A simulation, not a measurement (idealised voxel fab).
Process module name: voxel ribs on slabs
For reference, the cross-section in this document is cut, with width 190 nm and square cells of 5 nm.
For the purposes of this document, a cross-section shall be understood as a grid of square cells, specified as bands listed in top-to-bottom order, each band consisting of one or more rows of cells. Heads up on the band format: heights come first, top then bottom, in nm. After that it's the materials left to right, each with its width in nm. A single material flagged "edge to edge" fills the whole band edge to edge, and "air" means there's empty space there. Zero point of the height axis is 0; under it, received wafer = one material. Lowest band: continues down indefinitely, "from 0 down". You'd read "30 to 40" like this: the band's top row of cells is as wide as the first number, its bottom row is as wide as the second, and going down, every row changes width by the same amount as the row before did. The designation "remained the same", where it is given for a processing step, indicates that no cell of the cross-section was altered in the course of that step. "Sealed voids": empty spaces of 8 cells or more with no open way to the top, each given as width x height at distance, distance from the left edge, all in nm. The remark found on a step's line after its settings is issued by the simulator itself and pertains to that step. "overlay nm" on a masked step: distance the mask lay right of its planned place, negative for left.

LISTED BELOW ARE THE PROCESS STEPS AS PLANNED
1. RECEIVE | material Si
2. DIRECTIONAL_DEP | material SiO2 | thk nm 30
3. DIRECTIONAL_DEP | material SiN | thk nm 25
4. MASKED_ETCH | tone cover | mask id RIB | width nm 20 | etch materials SiN | depth nm 15 | overlay nm 0
5. MASKED_ETCH | tone cover | mask id SLAB | width nm 50 | etch materials SiN | depth nm 10 | overlay nm 0
6. FILL_DEP | material SiO2 | thk nm 15
7. CMP | height nm 65
8. DIRECTIONAL_DEP | material TiN | thk nm 10
9. PATTERN | tone cover | mask id HEATER | material resist | width nm 30 | thk nm 20 | overlay nm 0
10. DIRECTIONAL_ETCH | etch materials TiN | depth nm 10
11. STRIP | etch materials resist
12. CONFORMAL_DEP | material SiN | thk nm 10

SO THIS IS THE INCOMING WAFER IN CROSS-SECTION - IT'S ALREADY BEEN THROUGH STEP 1
	from 0 down  Si edge to edge
	Sealed voids: none

FIRST OF TWO WAFERS: CROSS-SECTION AT END OF MODULE, RUN PER PLAN
	from 85 to 75  70 nm air  50 nm SiN  70 nm air
	from 75 to 65  80 nm SiN  30 nm TiN  80 nm SiN
	from 65 to 55  SiO2 edge to edge
	from 55 to 40  85 nm SiO2  20 nm SiN  85 nm SiO2
	from 40 to 30  70 nm SiO2  50 nm SiN  70 nm SiO2
	from 30 to 0  SiO2 edge to edge
	from 0 down  Si edge to edge
	Sealed voids: none

END-OF-MODULE CROSS-SECTION OF THE SECOND WAFER: IDENTICAL STARTING POINT AND PROCESS PLAN TO THE FIRST, WITH ONE PROCESSING MISTAKE
	from 85 to 75  90 nm SiN  10 nm air  90 nm SiN
	from 75 to 65  80 nm TiN  30 nm SiN  80 nm TiN
	from 65 to 55  SiO2 edge to edge
	from 55 to 40  85 nm SiO2  20 nm SiN  85 nm SiO2
	from 40 to 30  70 nm SiO2  50 nm SiN  70 nm SiO2
	from 30 to 0  SiO2 edge to edge
	from 0 down  Si edge to edge
	Sealed voids: none
The mistake made against the process plan was this: step 9: run off-plan, actual operation and settings PATTERN | tone open | mask id HEATER | material resist | width nm 30 | thk nm 20 | overlay nm 0
The final cell counts differ between the wafers, with the second having more or fewer of some materials than the first: TiN: 52 more
